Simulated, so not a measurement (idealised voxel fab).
Proc. module: voxel self aligned contacts
It is cross-section cut that appears here, measuring 200 nm in width, its square cells being 5 nm in size.
Each cross-section below is a grid of square cells, stated as bands in top-down order, with one or more rows of cells making up each band.
Read a band's entry like this: the first values are the height of its top and the height of its bottom in nm, and what follows is the sequence of materials from left to right, each with its width in nm. Note that "air" is empty space, and that a single material marked "all across" reaches across the band from edge to edge.
Heights are expressed relative to 0, this being the level below which the as-received wafer comprises one material exclusively. The lowest band is unbounded in the downward direction and is denoted as in "0..down".
The expression "30..40" gives the width at the extremes of the band, the first number at its top row of cells and the second at its bottom row, with the width changing by equal amounts from each row to the next in between.
What does "nothing got changed" mean for a step? It means no cell of the cross-section changed in that step.
Closed empty spaces (no open way to the top) of 8 cells or more are what "Enclosed void entries" lists, each as width x height at distance from the left edge, nm for all three.
On each step's line, the part that comes after the settings is the simulator's own comment on the step.
overlay nm: how far to the right of its planned place the mask lay on this masked step (negative: to the left).
In what follows, pairs of cross-sections are presented, each taken before and after one process step, with the after cross-section shown only down to the lowest band that was altered; the step, together with its settings, is stated below the pair. The pairs may stem from different runs of this module on the same starting wafer; accordingly, a pair should be taken as continuing from the one above it solely where its entry headed "Prior state" indicates as much.

**Prior state**
    0..down | Si all across
    Enclosed void entries: none

**Resultant Cross-Section**
    5..0 | SiO2 all across
    Rest of section, below 0: as before.
    Enclosed void entries: none
In between the cross-sections above, the run called for CONFORMAL_DEP | material SiO2 | thk nm 5

Prior state: Please consult the pair immediately above; the cross-section it shows after its step is the state before this step.

**Resultant Cross-Section**
    30..5 | polySi all across
    Rest of section, below 5: as before.
    Enclosed void entries: none
In between the cross-sections above, the run called for DIRECTIONAL_DEP | material polySi | thk nm 25

Prior state: Please consult the pair immediately above; the cross-section it shows after its step is the state before this step.

**Resultant Cross-Section**
    50..30 | SiN all across
    Rest of section, below 30: as before.
    Enclosed void entries: none
In between the cross-sections above, the run called for DIRECTIONAL_DEP | material SiN | thk nm 20

Prior state: Please consult the pair immediately above; the cross-section it shows after its step is the state before this step.

**Resultant Cross-Section**
    65..50 | aC all across
    Rest of section, below 50: as before.
    Enclosed void entries: none
In between the cross-sections above, the run called for DIRECTIONAL_DEP | material aC | thk nm 15

Prior state: Please consult the pair immediately above; the cross-section it shows after its step is the state before this step.

**Resultant Cross-Section**
    100..65 | 45 nm air, then 35 nm resist, then 35 nm air, then 35 nm resist, then 50 nm air
    Rest of section, below 65: as before.
    Enclosed void entries: none
In between the cross-sections above, the run called for PATTERN | tone cover | mask id GATE | material resist | width nm 35 | pitch nm 70 | thk nm 35 | overlay nm 0

Prior state: Please consult the pair immediately above; the cross-section it shows after its step is the state before this step.

**Resultant Cross-Section**
    85..65 | 45 nm air, then 35 nm resist, then 35 nm air, then 35 nm resist, then 50 nm air
    65..50 | 45 nm air, then 35 nm aC, then 35 nm air, then 35 nm aC, then 50 nm air
    Rest of section, below 50: as before.
    Enclosed void entries: none
In between the cross-sections above, the run called for DIRECTIONAL_ETCH | etch materials aC | depth nm 15

Prior state: Please consult the pair immediately above; the cross-section it shows after its step is the state before this step.

**Resultant Cross-Section**
    65..50 | 45 nm air, then 35 nm aC, then 35 nm air, then 35 nm aC, then 50 nm air
    Rest of section, below 50: as before.
    Enclosed void entries: none
In between the cross-sections above, the run called for STRIP | etch materials resist

Prior state: Please consult the pair immediately above; the cross-section it shows after its step is the state before this step.

**Resultant Cross-Section**
    65..50 | 45 nm air, then 35 nm aC, then 35 nm air, then 35 nm aC, then 50 nm air
    50..30 | 45 nm air, then 35 nm SiN, then 35 nm air, then 35 nm SiN, then 50 nm air
    Rest of section, below 30: as before.
    Enclosed void entries: none
In between the cross-sections above, the run called for DIRECTIONAL_ETCH | etch materials SiN | depth nm 20

Prior state: Please consult the pair immediately above; the cross-section it shows after its step is the state before this step.

**Resultant Cross-Section**
    65..50 | 45 nm air, then 35 nm aC, then 35 nm air, then 35 nm aC, then 50 nm air
    50..30 | 45 nm air, then 35 nm SiN, then 35 nm air, then 35 nm SiN, then 50 nm air
    30..5 | 45 nm air, then 35 nm polySi, then 35 nm air, then 35 nm polySi, then 50 nm air
    Rest of section, below 5: as before.
    Enclosed void entries: none
In between the cross-sections above, the run called for DIRECTIONAL_ETCH | etch materials polySi | depth nm 25

Prior state: Please consult the pair immediately above; the cross-section it shows after its step is the state before this step.

**Resultant Cross-Section**
    50..30 | 45 nm air, then 35 nm SiN, then 35 nm air, then 35 nm SiN, then 50 nm air
    Rest of section, below 30: as before.
    Enclosed void entries: none
In between the cross-sections above, the run called for STRIP | etch materials aC

Prior state: Please consult the pair immediately above; the cross-section it shows after its step is the state before this step.

**Resultant Cross-Section**
    60..30 | 35 nm air, then 55 nm SiN, then 15 nm air, then 55 nm SiN, then 40 nm air
    30..15 | 35 nm air, then 10 nm SiN, then 35 nm polySi, then 10 nm SiN, then 15 nm air, then 10 nm SiN, then 35 nm polySi, then 10 nm SiN, then 40 nm air
    15..5 | 45 nm SiN, then 35 nm polySi, then 35 nm SiN, then 35 nm polySi, then 50 nm SiN
    Rest of section, below 5: as before.
    Enclosed void entries: none
In between the cross-sections above, the run called for CONFORMAL_DEP | material SiN | thk nm 10

Prior state: Please consult the pair immediately above; the cross-section it shows after its step is the state before this step.

**Resultant Cross-Section**
    50..30 | 35 nm air, then 55 nm SiN, then 15 nm air, then 55 nm SiN, then 40 nm air
    30..5 | 35 nm air, then 10 nm SiN, then 35 nm polySi, then 10 nm SiN, then 15 nm air, then 10 nm SiN, then 35 nm polySi, then 10 nm SiN, then 40 nm air
    Rest of section, below 5: as before.
    Enclosed void entries: none
In between the cross-sections above, the run called for DIRECTIONAL_ETCH | etch materials SiN | depth nm 10

Prior state: Please consult the pair immediately above; the cross-section it shows after its step is the state before this step.

**Resultant Cross-Section**
    60..50 | SiO2 all across
    50..30 | 35 nm SiO2, then 55 nm SiN, then 15 nm SiO2, then 55 nm SiN, then 40 nm SiO2
    30..5 | 35 nm SiO2, then 10 nm SiN, then 35 nm polySi, then 10 nm SiN, then 15 nm SiO2, then 10 nm SiN, then 35 nm polySi, then 10 nm SiN, then 40 nm SiO2
    Rest of section, below 5: as before.
    Enclosed void entries: none
In between the cross-sections above, the run called for FILL_DEP | material SiO2 | thk nm 10

Prior state: Please consult the pair immediately above; the cross-section it shows after its step is the state before this step.

**Resultant Cross-Section**
    55..50 | SiO2 all across
    Rest of section, below 50: as before.
    Enclosed void entries: none
In between the cross-sections above, the run called for CMP | height nm 55

Prior state: Please consult the pair immediately above; the cross-section it shows after its step is the state before this step.

**Resultant Cross-Section**
    70..55 | 70 nm resist, then 55 nm air, then 75 nm resist
    Rest of section, below 55: as before.
    Enclosed void entries: none
In between the cross-sections above, the run called for PATTERN | tone open | mask id CONTACT | material resist | width nm 55 | thk nm 15 | overlay nm 0

Prior state: Please consult the pair immediately above; the cross-section it shows after its step is the state before this step.

**Resultant Cross-Section**
    70..55 | 70 nm resist, then 55 nm air, then 75 nm resist
    55..50 | 70 nm SiO2, then 55 nm air, then 75 nm SiO2
    50..30 | 35 nm SiO2, then 55 nm SiN, then 15 nm air, then 55 nm SiN, then 40 nm SiO2
    30..5 | 35 nm SiO2, then 10 nm SiN, then 35 nm polySi, then 10 nm SiN, then 15 nm air, then 10 nm SiN, then 35 nm polySi, then 10 nm SiN, then 40 nm SiO2
    5..0 | 90 nm SiO2, then 15 nm air, then 95 nm SiO2
    Rest of section, below 0: as before.
    Enclosed void entries: none
In between the cross-sections above, the run called for DIRECTIONAL_ETCH | etch materials SiO2 | depth nm 55

Prior state: Please consult the pair immediately above; the cross-section it shows after its step is the state before this step.

**Resultant Cross-Section**
    55..50 | 70 nm SiO2, then 55 nm air, then 75 nm SiO2
    Rest of section, below 50: as before.
    Enclosed void entries: none
In between the cross-sections above, the run called for STRIP | etch materials resist

Prior state: Please consult the pair immediately above; the cross-section it shows after its step is the state before this step.

**Resultant Cross-Section**
    60..55 | 75 nm TiN, then 45 nm air, then 80 nm TiN
    55..50 | 70 nm SiO2, then 25 nm TiN, then 5 nm air, then 25 nm TiN, then 75 nm SiO2
    50..30 | 35 nm SiO2, then 55 nm SiN, then 5 nm TiN, then 5 nm air, then 5 nm TiN, then 55 nm SiN, then 40 nm SiO2
    30..5 | 35 nm SiO2, then 10 nm SiN, then 35 nm polySi, then 10 nm SiN, then 5 nm TiN, then 5 nm air, then 5 nm TiN, then 10 nm SiN, then 35 nm polySi, then 10 nm SiN, then 40 nm SiO2
    5..0 | 90 nm SiO2, then 15 nm TiN, then 95 nm SiO2
    Rest of section, below 0: as before.
    Enclosed void entries: none
In between the cross-sections above, the run called for CONFORMAL_DEP | material TiN | thk nm 5

Prior state: Please consult the pair immediately above; the cross-section it shows after its step is the state before this step.

**Resultant Cross-Section**
    65..60 | W all across
    60..55 | 75 nm TiN, then 45 nm W, then 80 nm TiN
    55..50 | 70 nm SiO2, then 25 nm TiN, then 5 nm W, then 25 nm TiN, then 75 nm SiO2
    50..30 | 35 nm SiO2, then 55 nm SiN, then 5 nm TiN, then 5 nm W, then 5 nm TiN, then 55 nm SiN, then 40 nm SiO2
    30..5 | 35 nm SiO2, then 10 nm SiN, then 35 nm polySi, then 10 nm SiN, then 5 nm TiN, then 5 nm W, then 5 nm TiN, then 10 nm SiN, then 35 nm polySi, then 10 nm SiN, then 40 nm SiO2
    Rest of section, below 5: as before.
    Enclosed void entries: none
In between the cross-sections above, the run called for FILL_DEP | material W | thk nm 5

Prior state: Please consult the pair immediately above; the cross-section it shows after its step is the state before this step.

**Resultant Cross-Section**
    55..50 | 70 nm SiO2, then 25 nm TiN, then 5 nm W, then 25 nm TiN, then 75 nm SiO2
    Rest of section, below 50: as before.
    Enclosed void entries: none
In between the cross-sections above, the run called for CMP | height nm 55

Prior state: Please consult the pair immediately above; the cross-section it shows after its step is the state before this step.

**Resultant Cross-Section**
    60..55 | SiN all across
    Rest of section, below 55: as before.
    Enclosed void entries: none
In between the cross-sections above, the run called for CONFORMAL_DEP | material SiN | thk nm 5

**Prior state**
    0..down | Si all across
    Enclosed void entries: none

**Resultant Cross-Section**
    25..0 | polySi all across
    Rest of section, below 0: as before.
    Enclosed void entries: none
In between the cross-sections above, the run called for DIRECTIONAL_DEP | material polySi | thk nm 25

Prior state: Please consult the pair immediately above; the cross-section it shows after its step is the state before this step.

**Resultant Cross-Section**
    45..25 | SiN all across
    Rest of section, below 25: as before.
    Enclosed void entries: none
In between the cross-sections above, the run called for DIRECTIONAL_DEP | material SiN | thk nm 20

Prior state: Please consult the pair immediately above; the cross-section it shows after its step is the state before this step.

**Resultant Cross-Section**
    60..45 | aC all across
    Rest of section, below 45: as before.
    Enclosed void entries: none
In between the cross-sections above, the run called for DIRECTIONAL_DEP | material aC | thk nm 15

Prior state: Please consult the pair immediately above; the cross-section it shows after its step is the state before this step.

**Resultant Cross-Section**
    95..60 | 45 nm air, then 35 nm resist, then 35 nm air, then 35 nm resist, then 50 nm air
    Rest of section, below 60: as before.
    Enclosed void entries: none
In between the cross-sections above, the run called for PATTERN | tone cover | mask id GATE | material resist | width nm 35 | pitch nm 70 | thk nm 35 | overlay nm 0

Prior state: Please consult the pair immediately above; the cross-section it shows after its step is the state before this step.

**Resultant Cross-Section**
    80..60 | 45 nm air, then 35 nm resist, then 35 nm air, then 35 nm resist, then 50 nm air
    60..45 | 45 nm air, then 35 nm aC, then 35 nm air, then 35 nm aC, then 50 nm air
    Rest of section, below 45: as before.
    Enclosed void entries: none
In between the cross-sections above, the run called for DIRECTIONAL_ETCH | etch materials aC | depth nm 15

Prior state: Please consult the pair immediately above; the cross-section it shows after its step is the state before this step.

**Resultant Cross-Section**
    60..45 | 45 nm air, then 35 nm aC, then 35 nm air, then 35 nm aC, then 50 nm air
    Rest of section, below 45: as before.
    Enclosed void entries: none
In between the cross-sections above, the run called for STRIP | etch materials resist

Prior state: Please consult the pair immediately above; the cross-section it shows after its step is the state before this step.

**Resultant Cross-Section**
    60..45 | 45 nm air, then 35 nm aC, then 35 nm air, then 35 nm aC, then 50 nm air
    45..25 | 45 nm air, then 35 nm SiN, then 35 nm air, then 35 nm SiN, then 50 nm air
    Rest of section, below 25: as before.
    Enclosed void entries: none
In between the cross-sections above, the run called for DIRECTIONAL_ETCH | etch materials SiN | depth nm 20

Prior state: Please consult the pair immediately above; the cross-section it shows after its step is the state before this step.

**Resultant Cross-Section**
    60..45 | 45 nm air, then 35 nm aC, then 35 nm air, then 35 nm aC, then 50 nm air
    45..25 | 45 nm air, then 35 nm SiN, then 35 nm air, then 35 nm SiN, then 50 nm air
    25..0 | 45 nm air, then 35 nm polySi, then 35 nm air, then 35 nm polySi, then 50 nm air
    Rest of section, below 0: as before.
    Enclosed void entries: none
In between the cross-sections above, the run called for DIRECTIONAL_ETCH | etch materials polySi | depth nm 25

Prior state: Please consult the pair immediately above; the cross-section it shows after its step is the state before this step.

**Resultant Cross-Section**
    45..25 | 45 nm air, then 35 nm SiN, then 35 nm air, then 35 nm SiN, then 50 nm air
    Rest of section, below 25: as before.
    Enclosed void entries: none
In between the cross-sections above, the run called for STRIP | etch materials aC

Prior state: Please consult the pair immediately above; the cross-section it shows after its step is the state before this step.

**Resultant Cross-Section**
    55..25 | 35 nm air, then 55 nm SiN, then 15 nm air, then 55 nm SiN, then 40 nm air
    25..10 | 35 nm air, then 10 nm SiN, then 35 nm polySi, then 10 nm SiN, then 15 nm air, then 10 nm SiN, then 35 nm polySi, then 10 nm SiN, then 40 nm air
    10..0 | 45 nm SiN, then 35 nm polySi, then 35 nm SiN, then 35 nm polySi, then 50 nm SiN
    Rest of section, below 0: as before.
    Enclosed void entries: none
In between the cross-sections above, the run called for CONFORMAL_DEP | material SiN | thk nm 10

Prior state: Please consult the pair immediately above; the cross-section it shows after its step is the state before this step.

**Resultant Cross-Section**
    45..25 | 35 nm air, then 55 nm SiN, then 15 nm air, then 55 nm SiN, then 40 nm air
    25..0 | 35 nm air, then 10 nm SiN, then 35 nm polySi, then 10 nm SiN, then 15 nm air, then 10 nm SiN, then 35 nm polySi, then 10 nm SiN, then 40 nm air
    Rest of section, below 0: as before.
    Enclosed void entries: none
In between the cross-sections above, the run called for DIRECTIONAL_ETCH | etch materials SiN | depth nm 10

Prior state: Please consult the pair immediately above; the cross-section it shows after its step is the state before this step.

**Resultant Cross-Section**
    55..45 | SiO2 all across
    45..25 | 35 nm SiO2, then 55 nm SiN, then 15 nm SiO2, then 55 nm SiN, then 40 nm SiO2
    25..0 | 35 nm SiO2, then 10 nm SiN, then 35 nm polySi, then 10 nm SiN, then 15 nm SiO2, then 10 nm SiN, then 35 nm polySi, then 10 nm SiN, then 40 nm SiO2
    Rest of section, below 0: as before.
    Enclosed void entries: none
In between the cross-sections above, the run called for FILL_DEP | material SiO2 | thk nm 10

Prior state: Please consult the pair immediately above; the cross-section it shows after its step is the state before this step.

**Resultant Cross-Section**
    70..55 | 70 nm resist, then 55 nm air, then 75 nm resist
    Rest of section, below 55: as before.
    Enclosed void entries: none
In between the cross-sections above, the run called for PATTERN | tone open | mask id CONTACT | material resist | width nm 55 | thk nm 15 | overlay nm 0

Prior state: Please consult the pair immediately above; the cross-section it shows after its step is the state before this step.

**Resultant Cross-Section**
    70..55 | 70 nm resist, then 55 nm air, then 75 nm resist
    55..45 | 70 nm SiO2, then 55 nm air, then 75 nm SiO2
    45..25 | 35 nm SiO2, then 55 nm SiN, then 15 nm air, then 55 nm SiN, then 40 nm SiO2
    25..0 | 35 nm SiO2, then 10 nm SiN, then 35 nm polySi, then 10 nm SiN, then 15 nm air, then 10 nm SiN, then 35 nm polySi, then 10 nm SiN, then 40 nm SiO2
    Rest of section, below 0: as before.
    Enclosed void entries: none
In between the cross-sections above, the run called for DIRECTIONAL_ETCH | etch materials SiO2 | depth nm 55

Prior state: Please consult the pair immediately above; the cross-section it shows after its step is the state before this step.

**Resultant Cross-Section**
    55..45 | 70 nm SiO2, then 55 nm air, then 75 nm SiO2
    Rest of section, below 45: as before.
    Enclosed void entries: none
In between the cross-sections above, the run called for STRIP | etch materials resist

Prior state: Please consult the pair immediately above; the cross-section it shows after its step is the state before this step.

**Resultant Cross-Section**
    60..55 | 75 nm TiN, then 45 nm air, then 80 nm TiN
    55..45 | 70 nm SiO2, then 5..25 nm TiN, then 45..5 nm air, then 5..25 nm TiN, then 75 nm SiO2
    45..25 | 35 nm SiO2, then 55 nm SiN, then 5 nm TiN, then 5 nm air, then 5 nm TiN, then 55 nm SiN, then 40 nm SiO2
    25..5 | 35 nm SiO2, then 10 nm SiN, then 35 nm polySi, then 10 nm SiN, then 5 nm TiN, then 5 nm air, then 5 nm TiN, then 10 nm SiN, then 35 nm polySi, then 10 nm SiN, then 40 nm SiO2
    5..0 | 35 nm SiO2, then 10 nm SiN, then 35 nm polySi, then 10 nm SiN, then 15 nm TiN, then 10 nm SiN, then 35 nm polySi, then 10 nm SiN, then 40 nm SiO2
    Rest of section, below 0: as before.
    Enclosed void entries: none
In between the cross-sections above, the run called for CONFORMAL_DEP | material TiN | thk nm 5

Prior state: Please consult the pair immediately above; the cross-section it shows after its step is the state before this step.

**Resultant Cross-Section**
    65..60 | W all across
    60..55 | 75 nm TiN, then 45 nm W, then 80 nm TiN
    55..45 | 70 nm SiO2, then 5..25 nm TiN, then 45..5 nm W, then 5..25 nm TiN, then 75 nm SiO2
    45..25 | 35 nm SiO2, then 55 nm SiN, then 5 nm TiN, then 5 nm W, then 5 nm TiN, then 55 nm SiN, then 40 nm SiO2
    25..5 | 35 nm SiO2, then 10 nm SiN, then 35 nm polySi, then 10 nm SiN, then 5 nm TiN, then 5 nm W, then 5 nm TiN, then 10 nm SiN, then 35 nm polySi, then 10 nm SiN, then 40 nm SiO2
    Rest of section, below 5: as before.
    Enclosed void entries: none
In between the cross-sections above, the run called for FILL_DEP | material W | thk nm 5

Prior state: Please consult the pair immediately above; the cross-section it shows after its step is the state before this step.

**Resultant Cross-Section**
    55..45 | 70 nm SiO2, then 5..25 nm TiN, then 45..5 nm W, then 5..25 nm TiN, then 75 nm SiO2
    Rest of section, below 45: as before.
    Enclosed void entries: none
In between the cross-sections above, the run called for CMP | height nm 55

Prior state: Please consult the pair immediately above; the cross-section it shows after its step is the state before this step.

**Resultant Cross-Section**
    60..55 | SiN all across
    Rest of section, below 55: as before.
    Enclosed void entries: none
In between the cross-sections above, the run called for CONFORMAL_DEP | material SiN | thk nm 5

**Prior state**
    30..5 | polySi all across
    5..0 | SiO2 all across
    0..down | Si all across
    Enclosed void entries: none

**Resultant Cross-Section**
    55..5 | polySi all across
    Rest of section, below 5: as before.
    Enclosed void entries: none
In between the cross-sections above, the run called for DIRECTIONAL_DEP | material polySi | thk nm 25

Prior state: Please consult the pair immediately above; the cross-section it shows after its step is the state before this step.

**Resultant Cross-Section**
    75..55 | SiN all across
    Rest of section, below 55: as before.
    Enclosed void entries: none
In between the cross-sections above, the run called for DIRECTIONAL_DEP | material SiN | thk nm 20

Prior state: Please consult the pair immediately above; the cross-section it shows after its step is the state before this step.

**Resultant Cross-Section**
    90..75 | aC all across
    Rest of section, below 75: as before.
    Enclosed void entries: none
In between the cross-sections above, the run called for DIRECTIONAL_DEP | material aC | thk nm 15

Prior state: Please consult the pair immediately above; the cross-section it shows after its step is the state before this step.

**Resultant Cross-Section**
    125..90 | 45 nm air, then 35 nm resist, then 35 nm air, then 35 nm resist, then 50 nm air
    Rest of section, below 90: as before.
    Enclosed void entries: none
In between the cross-sections above, the run called for PATTERN | tone cover | mask id GATE | material resist | width nm 35 | pitch nm 70 | thk nm 35 | overlay nm 0

Prior state: Please consult the pair immediately above; the cross-section it shows after its step is the state before this step.

**Resultant Cross-Section**
    110..90 | 45 nm air, then 35 nm resist, then 35 nm air, then 35 nm resist, then 50 nm air
    90..75 | 45 nm air, then 35 nm aC, then 35 nm air, then 35 nm aC, then 50 nm air
    Rest of section, below 75: as before.
    Enclosed void entries: none
In between the cross-sections above, the run called for DIRECTIONAL_ETCH | etch materials aC | depth nm 15

Prior state: Please consult the pair immediately above; the cross-section it shows after its step is the state before this step.

**Resultant Cross-Section**
    90..75 | 45 nm air, then 35 nm aC, then 35 nm air, then 35 nm aC, then 50 nm air
    Rest of section, below 75: as before.
    Enclosed void entries: none
In between the cross-sections above, the run called for STRIP | etch materials resist

Prior state: Please consult the pair immediately above; the cross-section it shows after its step is the state before this step.

**Resultant Cross-Section**
    90..75 | 45 nm air, then 35 nm aC, then 35 nm air, then 35 nm aC, then 50 nm air
    75..55 | 45 nm air, then 35 nm SiN, then 35 nm air, then 35 nm SiN, then 50 nm air
    Rest of section, below 55: as before.
    Enclosed void entries: none
In between the cross-sections above, the run called for DIRECTIONAL_ETCH | etch materials SiN | depth nm 20

Prior state: Please consult the pair immediately above; the cross-section it shows after its step is the state before this step.

**Resultant Cross-Section**
    90..75 | 45 nm air, then 35 nm aC, then 35 nm air, then 35 nm aC, then 50 nm air
    75..55 | 45 nm air, then 35 nm SiN, then 35 nm air, then 35 nm SiN, then 50 nm air
    55..30 | 45 nm air, then 35 nm polySi, then 35 nm air, then 35 nm polySi, then 50 nm air
    Rest of section, below 30: as before.
    Enclosed void entries: none
In between the cross-sections above, the run called for DIRECTIONAL_ETCH | etch materials polySi | depth nm 25

Prior state: Please consult the pair immediately above; the cross-section it shows after its step is the state before this step.

**Resultant Cross-Section**
    75..55 | 45 nm air, then 35 nm SiN, then 35 nm air, then 35 nm SiN, then 50 nm air
    Rest of section, below 55: as before.
    Enclosed void entries: none
In between the cross-sections above, the run called for STRIP | etch materials aC

Prior state: Please consult the pair immediately above; the cross-section it shows after its step is the state before this step.

**Resultant Cross-Section**
    85..55 | 35 nm air, then 55 nm SiN, then 15 nm air, then 55 nm SiN, then 40 nm air
    55..40 | 35 nm air, then 10 nm SiN, then 35 nm polySi, then 10 nm SiN, then 15 nm air, then 10 nm SiN, then 35 nm polySi, then 10 nm SiN, then 40 nm air
    40..30 | 45 nm SiN, then 35 nm polySi, then 35 nm SiN, then 35 nm polySi, then 50 nm SiN
    Rest of section, below 30: as before.
    Enclosed void entries: none
In between the cross-sections above, the run called for CONFORMAL_DEP | material SiN | thk nm 10

Prior state: Please consult the pair immediately above; the cross-section it shows after its step is the state before this step.

**Resultant Cross-Section**
    75..55 | 35 nm air, then 55 nm SiN, then 15 nm air, then 55 nm SiN, then 40 nm air
    55..30 | 35 nm air, then 10 nm SiN, then 35 nm polySi, then 10 nm SiN, then 15 nm air, then 10 nm SiN, then 35 nm polySi, then 10 nm SiN, then 40 nm air
    Rest of section, below 30: as before.
    Enclosed void entries: none
In between the cross-sections above, the run called for DIRECTIONAL_ETCH | etch materials SiN | depth nm 10

Prior state: Please consult the pair immediately above; the cross-section it shows after its step is the state before this step.

**Resultant Cross-Section**
    85..75 | SiO2 all across
    75..55 | 35 nm SiO2, then 55 nm SiN, then 15 nm SiO2, then 55 nm SiN, then 40 nm SiO2
    55..30 | 35 nm SiO2, then 10 nm SiN, then 35 nm polySi, then 10 nm SiN, then 15 nm SiO2, then 10 nm SiN, then 35 nm polySi, then 10 nm SiN, then 40 nm SiO2
    Rest of section, below 30: as before.
    Enclosed void entries: none
In between the cross-sections above, the run called for FILL_DEP | material SiO2 | thk nm 10

Prior state: Please consult the pair immediately above; the cross-section it shows after its step is the state before this step.

**Resultant Cross-Section**
    55..30 | 35 nm SiO2, then 10 nm SiN, then 35 nm polySi, then 10 nm SiN, then 15 nm SiO2, then 10 nm SiN, then 35 nm polySi, then 10 nm SiN, then 40 nm SiO2
    Rest of section, below 30: as before.
    Enclosed void entries: none
In between the cross-sections above, the run called for CMP | height nm 55

Prior state: Please consult the pair immediately above; the cross-section it shows after its step is the state before this step.

**Resultant Cross-Section**
    70..55 | 70 nm resist, then 55 nm air, then 75 nm resist
    Rest of section, below 55: as before.
    Enclosed void entries: none
In between the cross-sections above, the run called for PATTERN | tone open | mask id CONTACT | material resist | width nm 55 | thk nm 15 | overlay nm 0

Prior state: Please consult the pair immediately above; the cross-section it shows after its step is the state before this step.

**Resultant Cross-Section**
    70..55 | 70 nm resist, then 55 nm air, then 75 nm resist
    55..30 | 35 nm SiO2, then 10 nm SiN, then 35 nm polySi, then 10 nm SiN, then 15 nm air, then 10 nm SiN, then 35 nm polySi, then 10 nm SiN, then 40 nm SiO2
    Rest of section, below 30: as before.
    Enclosed void entries: none
In between the cross-sections above, the run called for DIRECTIONAL_ETCH | etch materials SiO2 | depth nm 55

Prior state: Please consult the pair immediately above; the cross-section it shows after its step is the state before this step.

**Resultant Cross-Section**
    55..30 | 35 nm SiO2, then 10 nm SiN, then 35 nm polySi, then 10 nm SiN, then 15 nm air, then 10 nm SiN, then 35 nm polySi, then 10 nm SiN, then 40 nm SiO2
    Rest of section, below 30: as before.
    Enclosed void entries: none
In between the cross-sections above, the run called for STRIP | etch materials resist

Prior state: Please consult the pair immediately above; the cross-section it shows after its step is the state before this step.

**Resultant Cross-Section**
    60..55 | 95 nm TiN, then 5 nm air, then 100 nm TiN
    55..35 | 35 nm SiO2, then 10 nm SiN, then 35 nm polySi, then 10 nm SiN, then 5 nm TiN, then 5 nm air, then 5 nm TiN, then 10 nm SiN, then 35 nm polySi, then 10 nm SiN, then 40 nm SiO2
    35..30 | 35 nm SiO2, then 10 nm SiN, then 35 nm polySi, then 10 nm SiN, then 15 nm TiN, then 10 nm SiN, then 35 nm polySi, then 10 nm SiN, then 40 nm SiO2
    Rest of section, below 30: as before.
    Enclosed void entries: none
In between the cross-sections above, the run called for CONFORMAL_DEP | material TiN | thk nm 5

Prior state: Please consult the pair immediately above; the cross-section it shows after its step is the state before this step.

**Resultant Cross-Section**
    65..60 | W all across
    60..55 | 95 nm TiN, then 5 nm W, then 100 nm TiN
    55..35 | 35 nm SiO2, then 10 nm SiN, then 35 nm polySi, then 10 nm SiN, then 5 nm TiN, then 5 nm W, then 5 nm TiN, then 10 nm SiN, then 35 nm polySi, then 10 nm SiN, then 40 nm SiO2
    Rest of section, below 35: as before.
    Enclosed void entries: none
In between the cross-sections above, the run called for FILL_DEP | material W | thk nm 5

Prior state: Please consult the pair immediately above; the cross-section it shows after its step is the state before this step.

**Resultant Cross-Section**
    55..35 | 35 nm SiO2, then 10 nm SiN, then 35 nm polySi, then 10 nm SiN, then 5 nm TiN, then 5 nm W, then 5 nm TiN, then 10 nm SiN, then 35 nm polySi, then 10 nm SiN, then 40 nm SiO2
    Rest of section, below 35: as before.
    Enclosed void entries: none
In between the cross-sections above, the run called for CMP | height nm 55

Prior state: Please consult the pair immediately above; the cross-section it shows after its step is the state before this step.

**Resultant Cross-Section**
    60..55 | SiN all across
    Rest of section, below 55: as before.
    Enclosed void entries: none
In between the cross-sections above, the run called for CONFORMAL_DEP | material SiN | thk nm 5

**Prior state**
    25..0 | polySi all across
    0..down | Si all across
    Enclosed void entries: none

**Resultant Cross-Section**
    30..25 | SiO2 all across
    Rest of section, below 25: as before.
    Enclosed void entries: none
In between the cross-sections above, the run called for CONFORMAL_DEP | material SiO2 | thk nm 5

Prior state: Please consult the pair immediately above; the cross-section it shows after its step is the state before this step.

**Resultant Cross-Section**
    50..30 | SiN all across
    Rest of section, below 30: as before.
    Enclosed void entries: none
In between the cross-sections above, the run called for DIRECTIONAL_DEP | material SiN | thk nm 20

Prior state: Please consult the pair immediately above; the cross-section it shows after its step is the state before this step.

**Resultant Cross-Section**
    65..50 | aC all across
    Rest of section, below 50: as before.
    Enclosed void entries: none
In between the cross-sections above, the run called for DIRECTIONAL_DEP | material aC | thk nm 15

Prior state: Please consult the pair immediately above; the cross-section it shows after its step is the state before this step.

**Resultant Cross-Section**
    100..65 | 45 nm air, then 35 nm resist, then 35 nm air, then 35 nm resist, then 50 nm air
    Rest of section, below 65: as before.
    Enclosed void entries: none
In between the cross-sections above, the run called for PATTERN | tone cover | mask id GATE | material resist | width nm 35 | pitch nm 70 | thk nm 35 | overlay nm 0

Prior state: Please consult the pair immediately above; the cross-section it shows after its step is the state before this step.

**Resultant Cross-Section**
    85..65 | 45 nm air, then 35 nm resist, then 35 nm air, then 35 nm resist, then 50 nm air
    65..50 | 45 nm air, then 35 nm aC, then 35 nm air, then 35 nm aC, then 50 nm air
    Rest of section, below 50: as before.
    Enclosed void entries: none
In between the cross-sections above, the run called for DIRECTIONAL_ETCH | etch materials aC | depth nm 15

Prior state: Please consult the pair immediately above; the cross-section it shows after its step is the state before this step.

**Resultant Cross-Section**
    65..50 | 45 nm air, then 35 nm aC, then 35 nm air, then 35 nm aC, then 50 nm air
    Rest of section, below 50: as before.
    Enclosed void entries: none
In between the cross-sections above, the run called for STRIP | etch materials resist

Prior state: Please consult the pair immediately above; the cross-section it shows after its step is the state before this step.

**Resultant Cross-Section**
    65..50 | 45 nm air, then 35 nm aC, then 35 nm air, then 35 nm aC, then 50 nm air
    50..30 | 45 nm air, then 35 nm SiN, then 35 nm air, then 35 nm SiN, then 50 nm air
    Rest of section, below 30: as before.
    Enclosed void entries: none
In between the cross-sections above, the run called for DIRECTIONAL_ETCH | etch materials SiN | depth nm 20

Prior state: Please consult the pair immediately above; the cross-section it shows after its step is the state before this step.

**Resultant Cross-Section**
    50..30 | 45 nm air, then 35 nm SiN, then 35 nm air, then 35 nm SiN, then 50 nm air
    Rest of section, below 30: as before.
    Enclosed void entries: none
In between the cross-sections above, the run called for STRIP | etch materials aC

Prior state: Please consult the pair immediately above; the cross-section it shows after its step is the state before this step.

**Resultant Cross-Section**
    60..40 | 35 nm air, then 55 nm SiN, then 15 nm air, then 55 nm SiN, then 40 nm air
    40..30 | SiN all across
    Rest of section, below 30: as before.
    Enclosed void entries: none
In between the cross-sections above, the run called for CONFORMAL_DEP | material SiN | thk nm 10

Prior state: Please consult the pair immediately above; the cross-section it shows after its step is the state before this step.

**Resultant Cross-Section**
    50..30 | 35 nm air, then 55 nm SiN, then 15 nm air, then 55 nm SiN, then 40 nm air
    Rest of section, below 30: as before.
    Enclosed void entries: none
In between the cross-sections above, the run called for DIRECTIONAL_ETCH | etch materials SiN | depth nm 10
